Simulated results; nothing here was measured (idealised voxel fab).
Process module heading - voxel released beams
Xsec cut, 270 nm wide, square cell size 5 nm.
Think of the cross-section as a grid of square cells. We describe it in bands, top to bottom, and each band covers one or more rows of those cells. The entry gives the band's vertical extent as a top height and a bottom height in nm, then its horizontal make-up as materials from left to right, each with a width in nm. "empty" stands for empty space; a single material marked "all across" fills the band edge to edge. Heads up on the height convention: 0 is the point under which the incoming wafer is all one material, and the lowest band has no bottom, it just keeps going down, like "top 0, no bottom". The expression "30->40" gives the width at the extremes of the band, the first number at its top row of cells and the second at its bottom row, with the width changing by equal amounts from each row to the next in between. Where the words "remains unaltered" appear for a step, the cross-section shows no cell changed by that step; every cell remained as before. Enclosed voids (no open way to top), threshold 8 cells or more, entry "Entrapped voids", notation width x height at distance, distance from left edge, nm. On each step's line, the part that comes after the settings is the simulator's own comment on the step. Each step line may optionally specify "overlay nm", which for a step with a mask gives the rightward distance between the mask's planned place and where it lay, a negative value indicating the leftward direction.
### The following list gives the planned process steps
1 RECEIVE, material Si
2 CONFORMAL_DEP, material SiN, thk nm 10
3 DIRECTIONAL_DEP, material SiO2, thk nm 20
4 MASKED_ETCH, tone open, mask id ANCHOR, width nm 30, etch materials SiO2, depth nm 20, overlay nm 0
5 CONFORMAL_DEP, material polySi, thk nm 10
6 DIRECTIONAL_DEP, material aC, thk nm 10
7 PATTERN, tone cover, mask id BEAM, material resist, width nm 90, thk nm 25, overlay nm 0
8 DIRECTIONAL_ETCH, etch materials aC, depth nm 10
9 STRIP, etch materials resist
10 DIRECTIONAL_ETCH, etch materials polySi, depth nm 10
11 STRIP, etch materials aC
12 STRIP, etch materials SiO2
### Cross-section of the wafer at receipt, which is the condition after step 1
top 0, no bottom = Si all across
Entrapped voids: none
### The plan above was carried out on the starting structure above with one mistake, and this cross-section shows the wafer at the end of the module
top 40, bottom 30 = 85 empty, then 20 polySi, then 10 empty, then 60 polySi, then 95 empty
top 30, bottom 20 = 95 empty, then 10 polySi, then 10 empty, then 10 polySi, then 145 empty
top 20, bottom 10 = 95 empty, then 30 polySi, then 145 empty
top 10, bottom 0 = SiN all across
top 0, no bottom = Si all across
Entrapped voids: none
Heads up, the wafer didn't run the way we planned it: in deviation from the planned setting, step 4 was conducted as MASKED_ETCH, tone open, mask id ANCHOR, width nm 30, etch materials SiO2, depth nm 20, overlay nm 5
